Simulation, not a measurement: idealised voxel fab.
Proc. module: voxel wiring stack
Cross-section cut: width 240 nm, square cells of 5 nm.
Heads up, the way a cross-section reads in here is a grid of square cells, handed over as bands from the top down, with every band being one or more rows of cells.
Band: top and bottom heights (nm) first, top before bottom; then materials from left to right, widths in nm. "edge to edge" marks a sole material filling the band edge to edge. "air" denotes empty space.
Measure heights from 0. That's the level where, below it, the as-received wafer is all one material. The lowest band is bottomless and extends downward; write it as in "0 -> down".
A width given as "30 to 40" starts at the first number in the band's top row and ends at the second number in its bottom row, shifting by an equal amount at every step from row to row.
Take "nothing got changed" at face value: in the step it is given for, the cross-section changed in none of its cells.
Entry "Sealed void list" = empty spaces >= 8 cells with no open way to the top; each as width x height at distance, distance from left edge, all nm.
Step line, after settings: the simulator's comment on this step.
"overlay nm" answers the question of how far to the right of plan the mask lay on a step that has a mask, and when it is negative the answer is to the left.

Planned step list for the process:
| 1 | op RECEIVE | material Si |
| 2 | op CONFORMAL_DEP | material SiO2 | thk nm 10 |
| 3 | op DIRECTIONAL_DEP | material TiN | thk nm 5 |
| 4 | op DIRECTIONAL_DEP | material W | thk nm 25 |
| 5 | op MASKED_ETCH | tone cover | mask id METAL_1 | width nm 20 | pitch nm 40 | etch materials W | depth nm 25 | overlay nm 0 |
| 6 | op MASKED_ETCH | tone cover | mask id METAL_1 | width nm 20 | pitch nm 40 | etch materials TiN | depth nm 5 | overlay nm 0 |
| 7 | op FILL_DEP | material lowk | thk nm 5 |
| 8 | op CMP | height nm 40 |
| 9 | op CONFORMAL_DEP | material SiCN | thk nm 5 |
| 10 | op DIRECTIONAL_DEP | material lowk | thk nm 10 |
| 11 | op MASKED_ETCH | tone open | mask id PLUG_1 | width nm 15 | pitch nm 40 | etch materials lowk | depth nm 10 | overlay nm 0 |
| 12 | op MASKED_ETCH | tone open | mask id PLUG_1 | width nm 15 | pitch nm 40 | etch materials SiCN | depth nm 5 | overlay nm 0 |
| 13 | op EPI | material Ru | thk nm 10 |
| 14 | op EPI | material Ru | thk nm 5 |
| 15 | op CONFORMAL_DEP | material SiCN | thk nm 5 |
| 16 | op DIRECTIONAL_DEP | material lowk | thk nm 15 |
| 17 | op PATTERN | tone open | mask id METAL_2 | material resist | width nm 20 | pitch nm 40 | thk nm 15 | overlay nm 0 |
| 18 | op DIRECTIONAL_ETCH | etch materials lowk | depth nm 15 |
| 19 | op DIRECTIONAL_ETCH | etch materials SiCN | depth nm 5 |
| 20 | op STRIP | etch materials resist |
| 21 | op CONFORMAL_DEP | material TiN | thk nm 5 |
| 22 | op FILL_DEP | material Cu | thk nm 10 |
| 23 | op CMP | height nm 75 |
| 24 | op EPI | material Ru | thk nm 5 |
| 25 | op FILL_DEP | material SiCN | thk nm 5 |
| 26 | op DIRECTIONAL_DEP | material lowk | thk nm 20 |
| 27 | op MASKED_ETCH | tone open | mask id PLUG_2 | width nm 15 | pitch nm 80 | etch materials lowk | depth nm 20 | overlay nm 0 |
| 28 | op MASKED_ETCH | tone open | mask id PLUG_2 | width nm 15 | pitch nm 80 | etch materials SiCN | depth nm 5 | overlay nm 0 |
| 29 | op EPI | material Ru | thk nm 10 |
| 30 | op EPI | material Ru | thk nm 10 |
| 31 | op EPI | material Ru | thk nm 5 |
| 32 | op CONFORMAL_DEP | material SiCN | thk nm 5 |
| 33 | op DIRECTIONAL_DEP | material lowk | thk nm 25 |
| 34 | op PATTERN | tone open | mask id METAL_3 | material resist | width nm 20 | pitch nm 40 | thk nm 20 | overlay nm 0 |
| 35 | op DIRECTIONAL_ETCH | etch materials lowk | depth nm 25 |
| 36 | op DIRECTIONAL_ETCH | etch materials SiCN | depth nm 5 |
| 37 | op STRIP | etch materials resist |
| 38 | op CONFORMAL_DEP | material TiN | thk nm 5 |
| 39 | op FILL_DEP | material Ru | thk nm 10 |
| 40 | op CMP | height nm 135 |
| 41 | op CONFORMAL_DEP | material SiCN | thk nm 5 |

Wafer as received: cross-section following step 1:
> 0 -> down  Si edge to edge
> Sealed void list: none

The following cross-section depicts the wafer upon conclusion of the module. Processing commenced from the starting condition illustrated above and adhered to the plan illustrated above, save for one mistake in execution:
> 140 -> 135  SiCN edge to edge
> 135 -> 120  Ru=40 / TiN=5 / lowk=5 / TiN=5 / Ru=65 / TiN=5 / lowk=5 / TiN=5 / Ru=105
> 120 -> 115  TiN=45 / lowk=5 / TiN=5 / Ru=10 / TiN=30 / Ru=10 / TiN=20 / lowk=5 / TiN=5 / Ru=10 / TiN=30 / Ru=10 / TiN=55
> 115 -> 110  lowk=50 / TiN=5 / Ru=10 / TiN=5 / lowk=20 / TiN=5 / Ru=10 / TiN=5 / lowk=20 / TiN=5 / Ru=10 / TiN=5 / lowk=20 / TiN=5 / Ru=10 / TiN=5 / lowk=50
> 110 -> 105  lowk=45 / SiCN=5 / TiN=20 / lowk=20 / TiN=5 / Ru=10 / TiN=5 / lowk=15 / SiCN=5 / TiN=20 / lowk=20 / TiN=5 / Ru=10 / TiN=5 / lowk=50
> 105 -> 90  lowk=45 / SiCN=5 / lowk=15 / SiCN=5 / lowk=20 / TiN=5 / Ru=10 / TiN=5 / lowk=15 / SiCN=5 / lowk=15 / SiCN=5 / lowk=20 / TiN=5 / Ru=10 / TiN=5 / lowk=50
> 90 -> 85  SiCN=50 / lowk=15 / SiCN=25 / TiN=20 / SiCN=20 / lowk=15 / SiCN=25 / TiN=20 / SiCN=50
> 85 -> 80  SiCN edge to edge
> 80 -> 75  SiCN=45 / Ru=30 / SiCN=10 / Ru=30 / SiCN=10 / Ru=30 / SiCN=10 / Ru=30 / SiCN=45
> 75 -> 60  lowk=50 / TiN=5 / Cu=10 / TiN=5 / lowk=20 / TiN=5 / Cu=10 / TiN=5 / lowk=20 / TiN=5 / Cu=10 / TiN=5 / lowk=20 / TiN=5 / Cu=10 / TiN=5 / lowk=50
> 60 -> 55  SiCN=50 / TiN=20 / SiCN=20 / TiN=20 / SiCN=20 / TiN=20 / SiCN=20 / TiN=20 / SiCN=50
> 55 -> 45  lowk=50 / Ru=15 / lowk=25 / Ru=15 / lowk=25 / Ru=15 / lowk=25 / Ru=15 / lowk=55
> 45 -> 40  SiCN=50 / Ru=15 / SiCN=25 / Ru=15 / SiCN=25 / Ru=15 / SiCN=25 / Ru=15 / SiCN=55
> 40 -> 15  lowk=50 / W=20 / lowk=20 / W=20 / lowk=20 / W=20 / lowk=20 / W=20 / lowk=50
> 15 -> 10  lowk=50 / TiN=20 / lowk=20 / TiN=20 / lowk=20 / TiN=20 / lowk=20 / TiN=20 / lowk=50
> 10 -> 0  SiO2 edge to edge
> 0 -> down  Si edge to edge
> Sealed void list: none
Error vs. plan: step 27 went in with a setting other than planned; the actual run was op MASKED_ETCH | tone cover | mask id PLUG_2 | width nm 15 | pitch nm 80 | etch materials lowk | depth nm 20 | overlay nm 0
